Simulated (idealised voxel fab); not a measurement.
Module name: voxel self aligned vias (process module)
Cross-section cut: width 220 nm, square cells of 5 nm.
A cross-section is a grid of square cells, given in bands from the top down. A band is one or more rows of cells.
A band entry consists of two parts. The first gives the height of the band's top and the height of its bottom, in nm. The rest lists the band's materials from left to right, each with its width in nm. A single material labelled with the word "everywhere" fills the band from edge to edge, and the word "empty" marks empty space.
Height datum 0, below which the as-received substrate wafer is one material. Lowest band open at the bottom, running downward: "0 -> down".
It should be noted that a width expressed as "30->40" varies in equal increments from row to row of cells within the band, taking the value of the first number at the top row and that of the second number at the bottom row.
Step marked "nothing changed"? Then no cell in the cross-section changed in it.
Basically, "Enclosed empty spaces" tells you about the enclosed voids: empty spaces with no open way to the top, 8 cells or bigger, each written width x height at distance, where distance is from the left edge, all in nm.
Note: text after step settings on the step line = simulator remark on that step.
"overlay nm" denotes, for a step that has a mask, the displacement of the mask to the right of its planned place, with negative values corresponding to the left.
Before/after cross-section pairs, one process step each; after shown to lowest changed band; step and settings beneath. Pairs may be from different runs of this module on the same starting wafer; a pair continues from the one above only where its "Pre-step cross-section" entry says so.
Pre-step cross-section
  45 -> 40 | SiCN everywhere
  40 -> 0 | SiO2 everywhere
  0 -> down | Si everywhere
  Enclosed empty spaces: none
Post-Process Section
  55 -> 45 | SiN everywhere
  Beneath the level 45, the cross-section is identical to its previous state.
  Enclosed empty spaces: none
So what happens between those two cross-sections up there? FILL_DEP (material SiN; thk nm 10)
Pre-step cross-section: unchanged from the after cross-section in the pair immediately above; refer to that figure.
Post-Process Section
  45 -> 40 | SiCN everywhere
  Beneath the level 40, the cross-section is identical to its previous state.
  Enclosed empty spaces: none
So what happens between those two cross-sections up there? CMP (height nm 45)
Pre-step cross-section: unchanged from the after cross-section in the pair immediately above; refer to that figure.
Post-Process Section
  60 -> 45 | SiO2 everywhere
  Beneath the level 45, the cross-section is identical to its previous state.
  Enclosed empty spaces: none
So what happens between those two cross-sections up there? DIRECTIONAL_DEP (material SiO2; thk nm 15)
Pre-step cross-section: unchanged from the after cross-section in the pair immediately above; refer to that figure.
Post-Process Section
  60 -> 45 | 50 SiO2, then 50 empty, then 20 SiO2, then 50 empty, then 50 SiO2
  Beneath the level 45, the cross-section is identical to its previous state.
  Enclosed empty spaces: none
So what happens between those two cross-sections up there? MASKED_ETCH (tone open; mask id VIAS; width nm 50; pitch nm 70; etch materials SiO2; depth nm 15; overlay nm 0)
Pre-step cross-section: unchanged from the after cross-section in the pair immediately above; refer to that figure.
Post-Process Section
  65 -> 60 | 55 TiN, then 40 empty, then 30 TiN, then 40 empty, then 55 TiN
  60 -> 50 | 50 SiO2, then 5 TiN, then 40 empty, then 5 TiN, then 20 SiO2, then 5 TiN, then 40 empty, then 5 TiN, then 50 SiO2
  50 -> 45 | 50 SiO2, then 50 TiN, then 20 SiO2, then 50 TiN, then 50 SiO2
  Beneath the level 45, the cross-section is identical to its previous state.
  Enclosed empty spaces: none
So what happens between those two cross-sections up there? CONFORMAL_DEP (material TiN; thk nm 5)
Pre-step cross-section: unchanged from the after cross-section in the pair immediately above; refer to that figure.
Post-Process Section
  70 -> 65 | Cu everywhere
  65 -> 60 | 55 TiN, then 40 Cu, then 30 TiN, then 40 Cu, then 55 TiN
  60 -> 50 | 50 SiO2, then 5 TiN, then 40 Cu, then 5 TiN, then 20 SiO2, then 5 TiN, then 40 Cu, then 5 TiN, then 50 SiO2
  Beneath the level 50, the cross-section is identical to its previous state.
  Enclosed empty spaces: none
So what happens between those two cross-sections up there? FILL_DEP (material Cu; thk nm 5)
Pre-step cross-section: unchanged from the after cross-section in the pair immediately above; refer to that figure.
Post-Process Section
  60 -> 50 | 50 SiO2, then 5 TiN, then 40 Cu, then 5 TiN, then 20 SiO2, then 5 TiN, then 40 Cu, then 5 TiN, then 50 SiO2
  Beneath the level 50, the cross-section is identical to its previous state.
  Enclosed empty spaces: none
So what happens between those two cross-sections up there? CMP (height nm 60)
Pre-step cross-section: unchanged from the after cross-section in the pair immediately above; refer to that figure.
Post-Process Section
  65 -> 60 | SiCN everywhere
  Beneath the level 60, the cross-section is identical to its previous state.
  Enclosed empty spaces: none
So what happens between those two cross-sections up there? CONFORMAL_DEP (material SiCN; thk nm 5)
Pre-step cross-section
  0 -> down | Si everywhere
  Enclosed empty spaces: none
Post-Process Section
  10 -> 0 | SiO2 everywhere
  Beneath the level 0, the cross-section is identical to its previous state.
  Enclosed empty spaces: none
So what happens between those two cross-sections up there? CONFORMAL_DEP (material SiO2; thk nm 10)
Pre-step cross-section: unchanged from the after cross-section in the pair immediately above; refer to that figure.
Post-Process Section
  15 -> 10 | SiCN everywhere
  Beneath the level 10, the cross-section is identical to its previous state.
  Enclosed empty spaces: none
So what happens between those two cross-sections up there? CONFORMAL_DEP (material SiCN; thk nm 5)
Pre-step cross-section: unchanged from the after cross-section in the pair immediately above; refer to that figure.
Post-Process Section
  40 -> 15 | SiO2 everywhere
  Beneath the level 15, the cross-section is identical to its previous state.
  Enclosed empty spaces: none
So what happens between those two cross-sections up there? DIRECTIONAL_DEP (material SiO2; thk nm 25)
Pre-step cross-section: unchanged from the after cross-section in the pair immediately above; refer to that figure.
Post-Process Section
  50 -> 40 | aC everywhere
  Beneath the level 40, the cross-section is identical to its previous state.
  Enclosed empty spaces: none
So what happens between those two cross-sections up there? DIRECTIONAL_DEP (material aC; thk nm 10)
Pre-step cross-section: unchanged from the after cross-section in the pair immediately above; refer to that figure.
Post-Process Section
  75 -> 50 | 60 resist, then 30 empty, then 40 resist, then 30 empty, then 60 resist
  Beneath the level 50, the cross-section is identical to its previous state.
  Enclosed empty spaces: none
So what happens between those two cross-sections up there? PATTERN (tone open; mask id LINES; material resist; width nm 30; pitch nm 70; thk nm 25; overlay nm 0)
Pre-step cross-section: unchanged from the after cross-section in the pair immediately above; refer to that figure.
Post-Process Section
  65 -> 50 | 60 resist, then 30 empty, then 40 resist, then 30 empty, then 60 resist
  50 -> 40 | 60 aC, then 30 empty, then 40 aC, then 30 empty, then 60 aC
  Beneath the level 40, the cross-section is identical to its previous state.
  Enclosed empty spaces: none
So what happens between those two cross-sections up there? DIRECTIONAL_ETCH (etch materials aC; depth nm 10)
Pre-step cross-section: unchanged from the after cross-section in the pair immediately above; refer to that figure.
Post-Process Section
  50 -> 40 | 60 aC, then 30 empty, then 40 aC, then 30 empty, then 60 aC
  Beneath the level 40, the cross-section is identical to its previous state.
  Enclosed empty spaces: none
So what happens between those two cross-sections up there? STRIP (etch materials resist)
Pre-step cross-section: unchanged from the after cross-section in the pair immediately above; refer to that figure.
Post-Process Section
  50 -> 40 | 60 aC, then 30 empty, then 40 aC, then 30 empty, then 60 aC
  40 -> 15 | 60 SiO2, then 30 empty, then 40 SiO2, then 30 empty, then 60 SiO2
  Beneath the level 15, the cross-section is identical to its previous state.
  Enclosed empty spaces: none
So what happens between those two cross-sections up there? DIRECTIONAL_ETCH (etch materials SiO2; depth nm 25)
Pre-step cross-section: unchanged from the after cross-section in the pair immediately above; refer to that figure.
Post-Process Section
  40 -> 15 | 60 SiO2, then 30 empty, then 40 SiO2, then 30 empty, then 60 SiO2
  Beneath the level 15, the cross-section is identical to its previous state.
  Enclosed empty spaces: none
So what happens between those two cross-sections up there? STRIP (etch materials aC)
Pre-step cross-section: unchanged from the after cross-section in the pair immediately above; refer to that figure.
Post-Process Section
  45 -> 40 | 65 TiN, then 20 empty, then 50 TiN, then 20 empty, then 65 TiN
  40 -> 20 | 60 SiO2, then 5 TiN, then 20 empty, then 5 TiN, then 40 SiO2, then 5 TiN, then 20 empty, then 5 TiN, then 60 SiO2
  20 -> 15 | 60 SiO2, then 30 TiN, then 40 SiO2, then 30 TiN, then 60 SiO2
  Beneath the level 15, the cross-section is identical to its previous state.
  Enclosed empty spaces: none
So what happens between those two cross-sections up there? CONFORMAL_DEP (material TiN; thk nm 5)
Pre-step cross-section: unchanged from the after cross-section in the pair immediately above; refer to that figure.
Post-Process Section
  55 -> 45 | Ru everywhere
  45 -> 40 | 65 TiN, then 20 Ru, then 50 TiN, then 20 Ru, then 65 TiN
  40 -> 20 | 60 SiO2, then 5 TiN, then 20 Ru, then 5 TiN, then 40 SiO2, then 5 TiN, then 20 Ru, then 5 TiN, then 60 SiO2
  Beneath the level 20, the cross-section is identical to its previous state.
  Enclosed empty spaces: none
So what happens between those two cross-sections up there? FILL_DEP (material Ru; thk nm 10)
Pre-step cross-section: unchanged from the after cross-section in the pair immediately above; refer to that figure.
Post-Process Section
  45 -> 40 | 65 TiN, then 20 Ru, then 50 TiN, then 20 Ru, then 65 TiN
  Beneath the level 40, the cross-section is identical to its previous state.
  Enclosed empty spaces: none
So what happens between those two cross-sections up there? CMP (height nm 45)
Pre-step cross-section: unchanged from the after cross-section in the pair immediately above; refer to that figure.
Post-Process Section
  40 -> 35 | 60 SiO2, then 30 empty, then 40 SiO2, then 30 empty, then 60 SiO2
  Beneath the level 35, the cross-section is identical to its previous state.
  Enclosed empty spaces: none
So what happens between those two cross-sections up there? SELECTIVE_ETCH (etch materials W Ru TiN; depth nm 10)
Pre-step cross-section: unchanged from the after cross-section in the pair immediately above; refer to that figure.
Post-Process Section
  50 -> 40 | SiN everywhere
  40 -> 35 | 60 SiO2, then 30 SiN, then 40 SiO2, then 30 SiN, then 60 SiO2
  Beneath the level 35, the cross-section is identical to its previous state.
  Enclosed empty spaces: none
So what happens between those two cross-sections up there? FILL_DEP (material SiN; thk nm 10)
Pre-step cross-section: unchanged from the after cross-section in the pair immediately above; refer to that figure.
Post-Process Section
  45 -> 40 | SiN everywhere
  Beneath the level 40, the cross-section is identical to its previous state.
  Enclosed empty spaces: none
So what happens between those two cross-sections up there? CMP (height nm 45)
Pre-step cross-section: unchanged from the after cross-section in the pair immediately above; refer to that figure.
Post-Process Section
  60 -> 45 | SiO2 everywhere
  Beneath the level 45, the cross-section is identical to its previous state.
  Enclosed empty spaces: none
So what happens between those two cross-sections up there? DIRECTIONAL_DEP (material SiO2; thk nm 15)
Pre-step cross-section: unchanged from the after cross-section in the pair immediately above; refer to that figure.
Post-Process Section
  60 -> 45 | 50 SiO2, then 50 empty, then 20 SiO2, then 50 empty, then 50 SiO2
  Beneath the level 45, the cross-section is identical to its previous state.
  Enclosed empty spaces: none
So what happens between those two cross-sections up there? MASKED_ETCH (tone open; mask id VIAS; width nm 50; pitch nm 70; etch materials SiO2; depth nm 15; overlay nm 0)
Pre-step cross-section: unchanged from the after cross-section in the pair immediately above; refer to that figure.
Post-Process Section
  60 -> 45 | 50 SiO2, then 50 empty, then 20 SiO2, then 50 empty, then 50 SiO2
  45 -> 40 | 50 SiN, then 50 empty, then 20 SiN, then 50 empty, then 50 SiN
  40 -> 35 | 60 SiO2, then 30 empty, then 40 SiO2, then 30 empty, then 60 SiO2
  Beneath the level 35, the cross-section is identical to its previous state.
  Enclosed empty spaces: none
So what happens between those two cross-sections up there? MASKED_ETCH (tone open; mask id VIAS; width nm 50; pitch nm 70; etch materials SiN; depth nm 10; overlay nm 0)
Pre-step cross-section: unchanged from the after cross-section in the pair immediately above; refer to that figure.
Post-Process Section
  65 -> 60 | 55 TiN, then 40 empty, then 30 TiN, then 40 empty, then 55 TiN
  60 -> 45 | 50 SiO2, then 5 TiN, then 40 empty, then 5 TiN, then 20 SiO2, then 5 TiN, then 40 empty, then 5 TiN, then 50 SiO2
  45 -> 40 | 50 SiN, then 15 TiN, then 20 empty, then 15 TiN, then 20 SiN, then 15 TiN, then 20 empty, then 15 TiN, then 50 SiN
  40 -> 35 | 60 SiO2, then 30 TiN, then 40 SiO2, then 30 TiN, then 60 SiO2
  Beneath the level 35, the cross-section is identical to its previous state.
  Enclosed empty spaces: none
So what happens between those two cross-sections up there? CONFORMAL_DEP (material TiN; thk nm 5)
Pre-step cross-section: unchanged from the after cross-section in the pair immediately above; refer to that figure.
Post-Process Section
  70 -> 65 | Cu everywhere
  65 -> 60 | 55 TiN, then 40 Cu, then 30 TiN, then 40 Cu, then 55 TiN
  60 -> 45 | 50 SiO2, then 5 TiN, then 40 Cu, then 5 TiN, then 20 SiO2, then 5 TiN, then 40 Cu, then 5 TiN, then 50 SiO2
  45 -> 40 | 50 SiN, then 15 TiN, then 20 Cu, then 15 TiN, then 20 SiN, then 15 TiN, then 20 Cu, then 15 TiN, then 50 SiN
  Beneath the level 40, the cross-section is identical to its previous state.
  Enclosed empty spaces: none
So what happens between those two cross-sections up there? FILL_DEP (material Cu; thk nm 5)
Pre-step cross-section: unchanged from the after cross-section in the pair immediately above; refer to that figure.
Post-Process Section
  60 -> 45 | 50 SiO2, then 5 TiN, then 40 Cu, then 5 TiN, then 20 SiO2, then 5 TiN, then 40 Cu, then 5 TiN, then 50 SiO2
  Beneath the level 45, the cross-section is identical to its previous state.
  Enclosed empty spaces: none
So what happens between those two cross-sections up there? CMP (height nm 60)
Pre-step cross-section: unchanged from the after cross-section in the pair immediately above; refer to that figure.
Post-Process Section
  65 -> 60 | SiCN everywhere
  Beneath the level 60, the cross-section is identical to its previous state.
  Enclosed empty spaces: none
So what happens between those two cross-sections up there? CONFORMAL_DEP (material SiCN; thk nm 5)
Pre-step cross-section
  60 -> 45 | SiO2 everywhere
  45 -> 35 | 60 SiO2, then 30 SiN, then 40 SiO2, then 30 SiN, then 60 SiO2
  35 -> 25 | 60 SiO2, then 5 TiN, then 20 Ru, then 5 TiN, then 40 SiO2, then 5 TiN, then 20 Ru, then 5 TiN, then 60 SiO2
  25 -> 20 | 60 SiO2, then 30 TiN, then 40 SiO2, then 30 TiN, then 60 SiO2
  20 -> 15 | SiCN everywhere
  15 -> 0 | SiO2 everywhere
  0 -> down | Si everywhere
  Enclosed empty spaces: none
Post-Process Section
  60 -> 45 | 55 SiO2, then 45 empty, then 25 SiO2, then 45 empty, then 50 SiO2
  Beneath the level 45, the cross-section is identical to its previous state.
  Enclosed empty spaces: none
So what happens between those two cross-sections up there? MASKED_ETCH (tone open; mask id VIAS; width nm 45; pitch nm 70; etch materials SiO2; depth nm 15; overlay nm 0)
Pre-step cross-section: unchanged from the after cross-section in the pair immediately above; refer to that figure.
Post-Process Section
  60 -> 45 | 55 SiO2, then 45 empty, then 25 SiO2, then 45 empty, then 50 SiO2
  45 -> 35 | 60 SiO2, then 30 empty, then 40 SiO2, then 30 empty, then 60 SiO2
  Beneath the level 35, the cross-section is identical to its previous state.
  Enclosed empty spaces: none
So what happens between those two cross-sections up there? MASKED_ETCH (tone open; mask id VIAS; width nm 50; pitch nm 70; etch materials SiN; depth nm 10; overlay nm 0)
Pre-step cross-section: unchanged from the after cross-section in the pair immediately above; refer to that figure.
Post-Process Section
  65 -> 60 | 60 TiN, then 35 empty, then 35 TiN, then 35 empty, then 55 TiN
  60 -> 50 | 55 SiO2, then 5 TiN, then 35 empty, then 5 TiN, then 25 SiO2, then 5 TiN, then 35 empty, then 5 TiN, then 50 SiO2
  50 -> 40 | 55->60 SiO2, then 10->5 TiN, then 20 empty, then 15->5 TiN, then 25->40 SiO2, then 10->5 TiN, then 20 empty, then 15->5 TiN, then 50->60 SiO2
  40 -> 35 | 60 SiO2, then 30 TiN, then 40 SiO2, then 30 TiN, then 60 SiO2
  Beneath the level 35, the cross-section is identical to its previous state.
  Enclosed empty spaces: none
So what happens between those two cross-sections up there? CONFORMAL_DEP (material TiN; thk nm 5)
Pre-step cross-section: unchanged from the after cross-section in the pair immediately above; refer to that figure.
Post-Process Section
  70 -> 65 | Cu everywhere
  65 -> 60 | 60 TiN, then 35 Cu, then 35 TiN, then 35 Cu, then 55 TiN
  60 -> 50 | 55 SiO2, then 5 TiN, then 35 Cu, then 5 TiN, then 25 SiO2, then 5 TiN, then 35 Cu, then 5 TiN, then 50 SiO2
  50 -> 40 | 55->60 SiO2, then 10->5 TiN, then 20 Cu, then 15->5 TiN, then 25->40 SiO2, then 10->5 TiN, then 20 Cu, then 15->5 TiN, then 50->60 SiO2
  Beneath the level 40, the cross-section is identical to its previous state.
  Enclosed empty spaces: none
So what happens between those two cross-sections up there? FILL_DEP (material Cu; thk nm 5)
Pre-step cross-section: unchanged from the after cross-section in the pair immediately above; refer to that figure.
Post-Process Section
  60 -> 50 | 55 SiO2, then 5 TiN, then 35 Cu, then 5 TiN, then 25 SiO2, then 5 TiN, then 35 Cu, then 5 TiN, then 50 SiO2
  Beneath the level 50, the cross-section is identical to its previous state.
  Enclosed empty spaces: none
So what happens between those two cross-sections up there? CMP (height nm 60)
Pre-step cross-section: unchanged from the after cross-section in the pair immediately above; refer to that figure.
Post-Process Section
  65 -> 60 | SiCN everywhere
  Beneath the level 60, the cross-section is identical to its previous state.
  Enclosed empty spaces: none
So what happens between those two cross-sections up there? CONFORMAL_DEP (material SiCN; thk nm 5)
Pre-step cross-section
  55 -> 45 | aC everywhere
  45 -> 20 | SiO2 everywhere
  20 -> 15 | SiCN everywhere
  15 -> 0 | SiO2 everywhere
  0 -> down | Si everywhere
  Enclosed empty spaces: none
Post-Process Section
  80 -> 55 | 70 resist, then 30 empty, then 40 resist, then 30 empty, then 50 resist
  Beneath the level 55, the cross-section is identical to its previous state.
  Enclosed empty spaces: none
So what happens between those two cross-sections up there? PATTERN (tone open; mask id LINES; material resist; width nm 30; pitch nm 70; thk nm 25; overlay nm 10)
Pre-step cross-section: unchanged from the after cross-section in the pair immediately above; refer to that figure.
Post-Process Section
  70 -> 55 | 70 resist, then 30 empty, then 40 resist, then 30 empty, then 50 resist
  55 -> 45 | 70 aC, then 30 empty, then 40 aC, then 30 empty, then 50 aC
  Beneath the level 45, the cross-section is identical to its previous state.
  Enclosed empty spaces: none
So what happens between those two cross-sections up there? DIRECTIONAL_ETCH (etch materials aC; depth nm 10)
Pre-step cross-section: unchanged from the after cross-section in the pair immediately above; refer to that figure.
Post-Process Section
  55 -> 45 | 70 aC, then 30 empty, then 40 aC, then 30 empty, then 50 aC
  Beneath the level 45, the cross-section is identical to its previous state.
  Enclosed empty spaces: none
So what happens between those two cross-sections up there? STRIP (etch materials resist)
Pre-step cross-section: unchanged from the after cross-section in the pair immediately above; refer to that figure.
Post-Process Section
  55 -> 45 | 70 aC, then 30 empty, then 40 aC, then 30 empty, then 50 aC
  45 -> 20 | 70 SiO2, then 30 empty, then 40 SiO2, then 30 empty, then 50 SiO2
  Beneath the level 20, the cross-section is identical to its previous state.
  Enclosed empty spaces: none
So what happens between those two cross-sections up there? DIRECTIONAL_ETCH (etch materials SiO2; depth nm 25)
Pre-step cross-section: unchanged from the after cross-section in the pair immediately above; refer to that figure.
Post-Process Section
  45 -> 20 | 70 SiO2, then 30 empty, then 40 SiO2, then 30 empty, then 50 SiO2
  Beneath the level 20, the cross-section is identical to its previous state.
  Enclosed empty spaces: none
So what happens between those two cross-sections up there? STRIP (etch materials aC)
Pre-step cross-section: unchanged from the after cross-section in the pair immediately above; refer to that figure.
Post-Process Section
  50 -> 45 | 75 TiN, then 20 empty, then 50 TiN, then 20 empty, then 55 TiN
  45 -> 25 | 70 SiO2, then 5 TiN, then 20 empty, then 5 TiN, then 40 SiO2, then 5 TiN, then 20 empty, then 5 TiN, then 50 SiO2
  25 -> 20 | 70 SiO2, then 30 TiN, then 40 SiO2, then 30 TiN, then 50 SiO2
  Beneath the level 20, the cross-section is identical to its previous state.
  Enclosed empty spaces: none
So what happens between those two cross-sections up there? CONFORMAL_DEP (material TiN; thk nm 5)
Pre-step cross-section: unchanged from the after cross-section in the pair immediately above; refer to that figure.
Post-Process Section
  60 -> 50 | Ru everywhere
  50 -> 45 | 75 TiN, then 20 Ru, then 50 TiN, then 20 Ru, then 55 TiN
  45 -> 25 | 70 SiO2, then 5 TiN, then 20 Ru, then 5 TiN, then 40 SiO2, then 5 TiN, then 20 Ru, then 5 TiN, then 50 SiO2
  Beneath the level 25, the cross-section is identical to its previous state.
  Enclosed empty spaces: none
So what happens between those two cross-sections up there? FILL_DEP (material Ru; thk nm 10)
Pre-step cross-section: unchanged from the after cross-section in the pair immediately above; refer to that figure.
Post-Process Section
  45 -> 25 | 70 SiO2, then 5 TiN, then 20 Ru, then 5 TiN, then 40 SiO2, then 5 TiN, then 20 Ru, then 5 TiN, then 50 SiO2
  Beneath the level 25, the cross-section is identical to its previous state.
  Enclosed empty spaces: none
So what happens between those two cross-sections up there? CMP (height nm 45)
Pre-step cross-section: unchanged from the after cross-section in the pair immediately above; refer to that figure.
Post-Process Section
  45 -> 35 | 70 SiO2, then 30 empty, then 40 SiO2, then 30 empty, then 50 SiO2
  Beneath the level 35, the cross-section is identical to its previous state.
  Enclosed empty spaces: none
So what happens between those two cross-sections up there? SELECTIVE_ETCH (etch materials W Ru TiN; depth nm 10)
Pre-step cross-section: unchanged from the after cross-section in the pair immediately above; refer to that figure.
Post-Process Section
  55 -> 45 | SiN everywhere
  45 -> 35 | 70 SiO2, then 30 SiN, then 40 SiO2, then 30 SiN, then 50 SiO2
  Beneath the level 35, the cross-section is identical to its previous state.
  Enclosed empty spaces: none
So what happens between those two cross-sections up there? FILL_DEP (material SiN; thk nm 10)
Pre-step cross-section: unchanged from the after cross-section in the pair immediately above; refer to that figure.
Post-Process Section
  45 -> 35 | 70 SiO2, then 30 SiN, then 40 SiO2, then 30 SiN, then 50 SiO2
  Beneath the level 35, the cross-section is identical to its previous state.
  Enclosed empty spaces: none
So what happens between those two cross-sections up there? CMP (height nm 45)
Pre-step cross-section: unchanged from the after cross-section in the pair immediately above; refer to that figure.
Post-Process Section
  60 -> 45 | SiO2 everywhere
  Beneath the level 45, the cross-section is identical to its previous state.
  Enclosed empty spaces: none
So what happens between those two cross-sections up there? DIRECTIONAL_DEP (material SiO2; thk nm 15)
Pre-step cross-section: unchanged from the after cross-section in the pair immediately above; refer to that figure.
Post-Process Section
  60 -> 45 | 50 SiO2, then 50 empty, then 20 SiO2, then 50 empty, then 50 SiO2
  Beneath the level 45, the cross-section is identical to its previous state.
  Enclosed empty spaces: none
So what happens between those two cross-sections up there? MASKED_ETCH (tone open; mask id VIAS; width nm 50; pitch nm 70; etch materials SiO2; depth nm 15; overlay nm 0)
Pre-step cross-section: unchanged from the after cross-section in the pair immediately above; refer to that figure.
Post-Process Section
  60 -> 45 | 50 SiO2, then 50 empty, then 20 SiO2, then 50 empty, then 50 SiO2
  45 -> 35 | 70 SiO2, then 30 empty, then 40 SiO2, then 30 empty, then 50 SiO2
  Beneath the level 35, the cross-section is identical to its previous state.
  Enclosed empty spaces: none
So what happens between those two cross-sections up there? MASKED_ETCH (tone open; mask id VIAS; width nm 50; pitch nm 70; etch materials SiN; depth nm 10; overlay nm 0)
Pre-step cross-section: unchanged from the after cross-section in the pair immediately above; refer to that figure.
Post-Process Section
  65 -> 60 | 55 TiN, then 40 empty, then 30 TiN, then 40 empty, then 55 TiN
  60 -> 50 | 50 SiO2, then 5 TiN, then 40 empty, then 5 TiN, then 20 SiO2, then 5 TiN, then 40 empty, then 5 TiN, then 50 SiO2
  50 -> 40 | 50->70 SiO2, then 25->5 TiN, then 20 empty, then 5 TiN, then 20->40 SiO2, then 25->5 TiN, then 20 empty, then 5 TiN, then 50 SiO2
  40 -> 35 | 70 SiO2, then 30 TiN, then 40 SiO2, then 30 TiN, then 50 SiO2
  Beneath the level 35, the cross-section is identical to its previous state.
  Enclosed empty spaces: none
So what happens between those two cross-sections up there? CONFORMAL_DEP (material TiN; thk nm 5)
Pre-step cross-section: unchanged from the after cross-section in the pair immediately above; refer to that figure.
Post-Process Section
  70 -> 65 | Cu everywhere
  65 -> 60 | 55 TiN, then 40 Cu, then 30 TiN, then 40 Cu, then 55 TiN
  60 -> 50 | 50 SiO2, then 5 TiN, then 40 Cu, then 5 TiN, then 20 SiO2, then 5 TiN, then 40 Cu, then 5 TiN, then 50 SiO2
  50 -> 40 | 50->70 SiO2, then 25->5 TiN, then 20 Cu, then 5 TiN, then 20->40 SiO2, then 25->5 TiN, then 20 Cu, then 5 TiN, then 50 SiO2
  Beneath the level 40, the cross-section is identical to its previous state.
  Enclosed empty spaces: none
So what happens between those two cross-sections up there? FILL_DEP (material Cu; thk nm 5)
Pre-step cross-section: unchanged from the after cross-section in the pair immediately above; refer to that figure.
Post-Process Section
  60 -> 50 | 50 SiO2, then 5 TiN, then 40 Cu, then 5 TiN, then 20 SiO2, then 5 TiN, then 40 Cu, then 5 TiN, then 50 SiO2
  Beneath the level 50, the cross-section is identical to its previous state.
  Enclosed empty spaces: none
So what happens between those two cross-sections up there? CMP (height nm 60)
Pre-step cross-section: unchanged from the after cross-section in the pair immediately above; refer to that figure.
Post-Process Section
  65 -> 60 | SiCN everywhere
  Beneath the level 60, the cross-section is identical to its previous state.
  Enclosed empty spaces: none
So what happens between those two cross-sections up there? CONFORMAL_DEP (material SiCN; thk nm 5)
Pre-step cross-section
  0 -> down | Si everywhere
  Enclosed empty spaces: none
Post-Process Section
  15 -> 0 | SiCN everywhere
  Beneath the level 0, the cross-section is identical to its previous state.
  Enclosed empty spaces: none
So what happens between those two cross-sections up there? CONFORMAL_DEP (material SiCN; thk nm 15)
Pre-step cross-section: unchanged from the after cross-section in the pair immediately above; refer to that figure.
Post-Process Section
  20 -> 0 | SiCN everywhere
  Beneath the level 0, the cross-section is identical to its previous state.
  Enclosed empty spaces: none
So what happens between those two cross-sections up there? CONFORMAL_DEP (material SiCN; thk nm 5)
Pre-step cross-section: unchanged from the after cross-section in the pair immediately above; refer to that figure.
Post-Process Section
  45 -> 20 | SiO2 everywhere
  Beneath the level 20, the cross-section is identical to its previous state.
  Enclosed empty spaces: none
So what happens between those two cross-sections up there? DIRECTIONAL_DEP (material SiO2; thk nm 25)
Pre-step cross-section: unchanged from the after cross-section in the pair immediately above; refer to that figure.
Post-Process Section
  55 -> 45 | aC everywhere
  Beneath the level 45, the cross-section is identical to its previous state.
  Enclosed empty spaces: none
So what happens between those two cross-sections up there? DIRECTIONAL_DEP (material aC; thk nm 10)
Pre-step cross-section: unchanged from the after cross-section in the pair immediately above; refer to that figure.
Post-Process Section
  80 -> 55 | 60 resist, then 30 empty, then 40 resist, then 30 empty, then 60 resist
  Beneath the level 55, the cross-section is identical to its previous state.
  Enclosed empty spaces: none
So what happens between those two cross-sections up there? PATTERN (tone open; mask id LINES; material resist; width nm 30; pitch nm 70; thk nm 25; overlay nm 0)
Pre-step cross-section: unchanged from the after cross-section in the pair immediately above; refer to that figure.
Post-Process Section
  70 -> 55 | 60 resist, then 30 empty, then 40 resist, then 30 empty, then 60 resist
  55 -> 45 | 60 aC, then 30 empty, then 40 aC, then 30 empty, then 60 aC
  Beneath the level 45, the cross-section is identical to its previous state.
  Enclosed empty spaces: none
So what happens between those two cross-sections up there? DIRECTIONAL_ETCH (etch materials aC; depth nm 10)
Pre-step cross-section: unchanged from the after cross-section in the pair immediately above; refer to that figure.
Post-Process Section
  55 -> 45 | 60 aC, then 30 empty, then 40 aC, then 30 empty, then 60 aC
  Beneath the level 45, the cross-section is identical to its previous state.
  Enclosed empty spaces: none
So what happens between those two cross-sections up there? STRIP (etch materials resist)
Pre-step cross-section: unchanged from the after cross-section in the pair immediately above; refer to that figure.
Post-Process Section
  55 -> 45 | 60 aC, then 30 empty, then 40 aC, then 30 empty, then 60 aC
  45 -> 20 | 60 SiO2, then 30 empty, then 40 SiO2, then 30 empty, then 60 SiO2
  Beneath the level 20, the cross-section is identical to its previous state.
  Enclosed empty spaces: none
So what happens between those two cross-sections up there? DIRECTIONAL_ETCH (etch materials SiO2; depth nm 25)
Pre-step cross-section: unchanged from the after cross-section in the pair immediately above; refer to that figure.
Post-Process Section
  45 -> 20 | 60 SiO2, then 30 empty, then 40 SiO2, then 30 empty, then 60 SiO2
  Beneath the level 20, the cross-section is identical to its previous state.
  Enclosed empty spaces: none
So what happens between those two cross-sections up there? STRIP (etch materials aC)
Pre-step cross-section: unchanged from the after cross-section in the pair immediately above; refer to that figure.
Post-Process Section
  50 -> 45 | 65 TiN, then 20 empty, then 50 TiN, then 20 empty, then 65 TiN
  45 -> 25 | 60 SiO2, then 5 TiN, then 20 empty, then 5 TiN, then 40 SiO2, then 5 TiN, then 20 empty, then 5 TiN, then 60 SiO2
  25 -> 20 | 60 SiO2, then 30 TiN, then 40 SiO2, then 30 TiN, then 60 SiO2
  Beneath the level 20, the cross-section is identical to its previous state.
  Enclosed empty spaces: none
So what happens between those two cross-sections up there? CONFORMAL_DEP (material TiN; thk nm 5)
Pre-step cross-section: unchanged from the after cross-section in the pair immediately above; refer to that figure.
Post-Process Section
  60 -> 50 | Ru everywhere
  50 -> 45 | 65 TiN, then 20 Ru, then 50 TiN, then 20 Ru, then 65 TiN
  45 -> 25 | 60 SiO2, then 5 TiN, then 20 Ru, then 5 TiN, then 40 SiO2, then 5 TiN, then 20 Ru, then 5 TiN, then 60 SiO2
  Beneath the level 25, the cross-section is identical to its previous state.
  Enclosed empty spaces: none
So what happens between those two cross-sections up there? FILL_DEP (material Ru; thk nm 10)
Pre-step cross-section: unchanged from the after cross-section in the pair immediately above; refer to that figure.
Post-Process Section
  45 -> 25 | 60 SiO2, then 5 TiN, then 20 Ru, then 5 TiN, then 40 SiO2, then 5 TiN, then 20 Ru, then 5 TiN, then 60 SiO2
  Beneath the level 25, the cross-section is identical to its previous state.
  Enclosed empty spaces: none
So what happens between those two cross-sections up there? CMP (height nm 45)
Pre-step cross-section: unchanged from the after cross-section in the pair immediately above; refer to that figure.
Post-Process Section
  45 -> 35 | 60 SiO2, then 30 empty, then 40 SiO2, then 30 empty, then 60 SiO2
  Beneath the level 35, the cross-section is identical to its previous state.
  Enclosed empty spaces: none
So what happens between those two cross-sections up there? SELECTIVE_ETCH (etch materials W Ru TiN; depth nm 10)
Pre-step cross-section: unchanged from the after cross-section in the pair immediately above; refer to that figure.
Post-Process Section
  55 -> 45 | SiN everywhere
  45 -> 35 | 60 SiO2, then 30 SiN, then 40 SiO2, then 30 SiN, then 60 SiO2
  Beneath the level 35, the cross-section is identical to its previous state.
  Enclosed empty spaces: none
So what happens between those two cross-sections up there? FILL_DEP (material SiN; thk nm 10)
Pre-step cross-section: unchanged from the after cross-section in the pair immediately above; refer to that figure.
Post-Process Section
  45 -> 35 | 60 SiO2, then 30 SiN, then 40 SiO2, then 30 SiN, then 60 SiO2
  Beneath the level 35, the cross-section is identical to its previous state.
  Enclosed empty spaces: none
So what happens between those two cross-sections up there? CMP (height nm 45)
